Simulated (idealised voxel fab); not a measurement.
Title: Process Module voxel ribs on slabs
Xsec cut, 145 nm wide, square cell size 5 nm.
Cross-section layout: square cells on a grid; listed as bands, top to bottom; a band spans one or more cell rows. First you get the band's top height and its bottom height, in nm, and then the materials it's made of, left to right, with each width in nm. If you see a single material with "edge to edge", that one covers the band edge to edge. "air" is empty space. Heads up on the height convention: 0 is the point under which the incoming wafer is all one material, and the lowest band has no bottom, it just keeps going down, like "0 -> down". Think of "30->40" as a width that walks from the first number to the second as you go down the band, top row to bottom row, taking equal-sized steps from row to row. Step note "identical to before" = no cross-section cell changed. "Sealed void list" specifies each empty space that is not open to the top and that occupies no fewer than 8 cells, using the form width x height at distance, the distance measured from the left edge and all three quantities in nm. It should be noted that, on the line of a given step, the content following the step's settings is a remark produced by the simulator itself with respect to that step. overlay nm: mask offset rightward from planned place, masked step; negative means leftward offset.

List of planned process steps
1: RECEIVE | material Si
2: DIRECTIONAL_DEP | material SiO2 | thk nm 25
3: DIRECTIONAL_DEP | material polySi | thk nm 25
4: PATTERN | tone cover | mask id RIB | material resist | width nm 20 | thk nm 15 | overlay nm 0
5: DIRECTIONAL_ETCH | etch materials polySi | depth nm 15
6: STRIP | etch materials resist
7: MASKED_ETCH | tone cover | mask id SLAB | width nm 80 | etch materials polySi | depth nm 10 | overlay nm 0
8: FILL_DEP | material SiO2 | thk nm 15
9: CMP | height nm 60
10: DIRECTIONAL_DEP | material TiN | thk nm 5
11: PATTERN | tone cover | mask id HEATER | material resist | width nm 30 | thk nm 20 | overlay nm 0
12: DIRECTIONAL_ETCH | etch materials TiN | depth nm 5
13: STRIP | etch materials resist
14: CONFORMAL_DEP | material SiN | thk nm 5

First wafer of two (run as planned)

Incoming wafer in cross-section (state: after step 1)
* 0 -> down = Si edge to edge
* Sealed void list: none

After step 2, in cross-section
* 25 -> 0 = SiO2 edge to edge
* Whatever lies below 0 is exactly as it was before.

After step 3, in cross-section
* 50 -> 25 = polySi edge to edge
* Whatever lies below 25 is exactly as it was before.

After step 4, in cross-section
* 65 -> 50 = 60 nm air, 20 nm resist, 65 nm air
* Whatever lies below 50 is exactly as it was before.

After step 5, in cross-section
* 65 -> 50 = 60 nm air, 20 nm resist, 65 nm air
* 50 -> 35 = 60 nm air, 20 nm polySi, 65 nm air
* Whatever lies below 35 is exactly as it was before.

After step 6, in cross-section
* 50 -> 35 = 60 nm air, 20 nm polySi, 65 nm air
* Whatever lies below 35 is exactly as it was before.

After step 7, in cross-section
* 50 -> 35 = 60 nm air, 20 nm polySi, 65 nm air
* 35 -> 25 = 30 nm air, 80 nm polySi, 35 nm air
* Whatever lies below 25 is exactly as it was before.

After step 8, in cross-section
* 65 -> 50 = SiO2 edge to edge
* 50 -> 35 = 60 nm SiO2, 20 nm polySi, 65 nm SiO2
* 35 -> 25 = 30 nm SiO2, 80 nm polySi, 35 nm SiO2
* Whatever lies below 25 is exactly as it was before.

After step 9, in cross-section
* 60 -> 50 = SiO2 edge to edge
* Whatever lies below 50 is exactly as it was before.

After step 10, in cross-section
* 65 -> 60 = TiN edge to edge
* Whatever lies below 60 is exactly as it was before.

After step 11, in cross-section
* 85 -> 65 = 55 nm air, 30 nm resist, 60 nm air
* Whatever lies below 65 is exactly as it was before.

After step 12, in cross-section
* 85 -> 65 = 55 nm air, 30 nm resist, 60 nm air
* 65 -> 60 = 55 nm air, 30 nm TiN, 60 nm air
* Whatever lies below 60 is exactly as it was before.

After step 13, in cross-section
* 65 -> 60 = 55 nm air, 30 nm TiN, 60 nm air
* Whatever lies below 60 is exactly as it was before.

After step 14, in cross-section
* 70 -> 65 = 50 nm air, 40 nm SiN, 55 nm air
* 65 -> 60 = 55 nm SiN, 30 nm TiN, 60 nm SiN
* Whatever lies below 60 is exactly as it was before.

Second Wafer (Identical Start and Plan, One Processing Error; Matches First Wafer Through Step 1)

Cross-section of the second wafer corresponding to the planned conclusion of step 2
* 25 -> 0 = polySi edge to edge
* Whatever lies below 0 is exactly as it was before.

Cross-section of the second wafer corresponding to the planned conclusion of step 3
* 50 -> 25 = SiO2 edge to edge
* Whatever lies below 25 is exactly as it was before.

Cross-section of the second wafer corresponding to the planned conclusion of step 4
* 65 -> 50 = 60 nm air, 20 nm resist, 65 nm air
* Whatever lies below 50 is exactly as it was before.

Cross-section of the second wafer corresponding to the planned conclusion of step 5: identical to before

Cross-section of the second wafer corresponding to the planned conclusion of step 6
* 50 -> 25 = SiO2 edge to edge
* Whatever lies below 25 is exactly as it was before.

Cross-section of the second wafer corresponding to the planned conclusion of step 7: identical to before

Cross-section of the second wafer corresponding to the planned conclusion of step 8
* 65 -> 25 = SiO2 edge to edge
* Whatever lies below 25 is exactly as it was before.

Cross-section of the second wafer corresponding to the planned conclusion of step 9
* 60 -> 25 = SiO2 edge to edge
* Whatever lies below 25 is exactly as it was before.

Cross-section of the second wafer corresponding to the planned conclusion of step 10
* 65 -> 60 = TiN edge to edge
* Whatever lies below 60 is exactly as it was before.

Cross-section of the second wafer corresponding to the planned conclusion of step 11
* 85 -> 65 = 55 nm air, 30 nm resist, 60 nm air
* Whatever lies below 65 is exactly as it was before.

Cross-section of the second wafer corresponding to the planned conclusion of step 12
* 85 -> 65 = 55 nm air, 30 nm resist, 60 nm air
* 65 -> 60 = 55 nm air, 30 nm TiN, 60 nm air
* Whatever lies below 60 is exactly as it was before.

Cross-section of the second wafer corresponding to the planned conclusion of step 13
* 65 -> 60 = 55 nm air, 30 nm TiN, 60 nm air
* Whatever lies below 60 is exactly as it was before.

Cross-section of the second wafer corresponding to the planned conclusion of step 14
* 70 -> 65 = 50 nm air, 40 nm SiN, 55 nm air
* 65 -> 60 = 55 nm SiN, 30 nm TiN, 60 nm SiN
* Whatever lies below 60 is exactly as it was before.
The mistake made against the process plan was this: the executed order of steps 2 and 3 is the reverse of that specified in the plan, each step having taken the other's position
Cell-count delta at end, second wafer over first, by material: SiO2: 101 fewer, polySi: 101 more
